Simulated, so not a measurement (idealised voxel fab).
process module | voxel capacitor over wiring
cross-section cut | 170 nm wide | cells 5 nm
Reading order for cross-sections: top band down to bottom band. Underlying form: a grid of square cells. Band size: one or more rows of cells. Basically the band line says how high the top is and how high the bottom is, in nm, and then what's in it from left to right, every material with its width in nm. Empty space shows up as "air", and if a single material carries "throughout" it runs the full band edge to edge. Zero point of the height axis is 0; under it, received wafer = one material. Lowest band: continues down indefinitely, "z 0 and below". Width: "30 to 40" (first number = top row, second number = bottom row, same change from row to row of cells). For the purposes of this document, the phrase "same as before" attached to a step denotes that no cell within the cross-section was modified by that step. For the entry "Unvented internal voids", the listed items are empty spaces with no open way to the top whose size is 8 cells or more; each item follows the pattern width x height at distance, where distance is from the left edge and all three are in nm. That trailing text on a step's line, after the settings, is the simulator's own remark on the step. "overlay nm" answers the question of how far to the right of plan the mask lay on a step that has a mask, and when it is negative the answer is to the left.
-- The steps planned for the process are as follows
step 1: op RECEIVE | material Si
step 2: op CONFORMAL_DEP | material SiO2 | thk nm 10
step 3: op DIRECTIONAL_DEP | material TiN | thk nm 5
step 4: op DIRECTIONAL_DEP | material Ru | thk nm 15
step 5: op MASKED_ETCH | tone cover | mask id METAL_1 | width nm 25 | pitch nm 80 | etch materials Ru | depth nm 15 | overlay nm 0
step 6: op MASKED_ETCH | tone cover | mask id METAL_1 | width nm 25 | pitch nm 80 | etch materials TiN | depth nm 5 | overlay nm 0
step 7: op CONFORMAL_DEP | material SiCN | thk nm 5
step 8: op FILL_DEP | material lowk | thk nm 10
step 9: op CMP | height nm 30
step 10: op CONFORMAL_DEP | material SiCN | thk nm 5
step 11: op DIRECTIONAL_DEP | material lowk | thk nm 15
step 12: op PATTERN | tone open | mask id PLUG_1 | material resist | width nm 15 | thk nm 15 | overlay nm 0
step 13: op DIRECTIONAL_ETCH | etch materials lowk | depth nm 15
step 14: op DIRECTIONAL_ETCH | etch materials SiCN | depth nm 5
step 15: op STRIP | etch materials resist
step 16: op CONFORMAL_DEP | material TiN | thk nm 5
step 17: op FILL_DEP | material Ru | thk nm 5
step 18: op CMP | height nm 50
step 19: op DIRECTIONAL_DEP | material TiN | thk nm 10
step 20: op DIRECTIONAL_DEP | material SiN | thk nm 5
step 21: op DIRECTIONAL_DEP | material TiN | thk nm 10
step 22: op PATTERN | tone cover | mask id UPPER_PLATE | material resist | width nm 60 | thk nm 15 | overlay nm 0
step 23: op DIRECTIONAL_ETCH | etch materials TiN | depth nm 10
step 24: op DIRECTIONAL_ETCH | etch materials SiN | depth nm 5
step 25: op STRIP | etch materials resist
step 26: op DIRECTIONAL_DEP | material aC | thk nm 10
step 27: op PATTERN | tone cover | mask id LOWER_PLATE | material resist | width nm 70 | thk nm 25 | overlay nm 0
step 28: op DIRECTIONAL_ETCH | etch materials aC | depth nm 10
step 29: op STRIP | etch materials resist
step 30: op DIRECTIONAL_ETCH | etch materials TiN | depth nm 10
step 31: op STRIP | etch materials aC
step 32: op FILL_DEP | material SiO2 | thk nm 15
step 33: op CMP | height nm 85
step 34: op DIRECTIONAL_DEP | material aC | thk nm 15
step 35: op PATTERN | tone open | mask id PLUG_2 | material resist | width nm 15 | thk nm 30 | overlay nm 0
step 36: op DIRECTIONAL_ETCH | etch materials aC | depth nm 15
step 37: op STRIP | etch materials resist
step 38: op DIRECTIONAL_ETCH | etch materials SiO2 | depth nm 10
step 39: op STRIP | etch materials aC
step 40: op CONFORMAL_DEP | material TiN | thk nm 5
step 41: op FILL_DEP | material Ru | thk nm 10
step 42: op CMP | height nm 85
step 43: op CONFORMAL_DEP | material SiCN | thk nm 5
-- Here's what the wafer looked like in cross-section when it arrived - that's after step 1
  z 0 and below: Si throughout
  Unvented internal voids: none
-- Starting wafer: above. Plan: above. Run: one mistake. Cross-section after the module: below
  z 90 to 85: SiCN throughout
  z 85 to 80: 50 nm SiO2  5 nm TiN  5 nm Ru  5 nm TiN  105 nm SiO2
  z 80 to 75: 50 nm SiO2  15 nm TiN  105 nm SiO2
  z 75 to 70: SiO2 throughout
  z 70 to 60: 40 nm SiO2  60 nm TiN  70 nm SiO2
  z 60 to 50: 35 nm SiO2  70 nm TiN  65 nm SiO2
  z 50 to 35: 40 nm lowk  5 nm TiN  5 nm Ru  5 nm TiN  115 nm lowk
  z 35 to 30: 40 nm SiCN  15 nm TiN  115 nm SiCN
  z 30 to 15: 25 nm lowk  5 nm SiCN  25 nm Ru  5 nm SiCN  45 nm lowk  5 nm SiCN  25 nm Ru  5 nm SiCN  30 nm lowk
  z 15 to 10: 30 nm SiCN  25 nm TiN  55 nm SiCN  25 nm TiN  35 nm SiCN
  z 10 to 0: SiO2 throughout
  z 0 and below: Si throughout
  Unvented internal voids: none
In executing the process, a mistake was made relative to the plan: the run left out plan step 20 entirely, so it was never executed
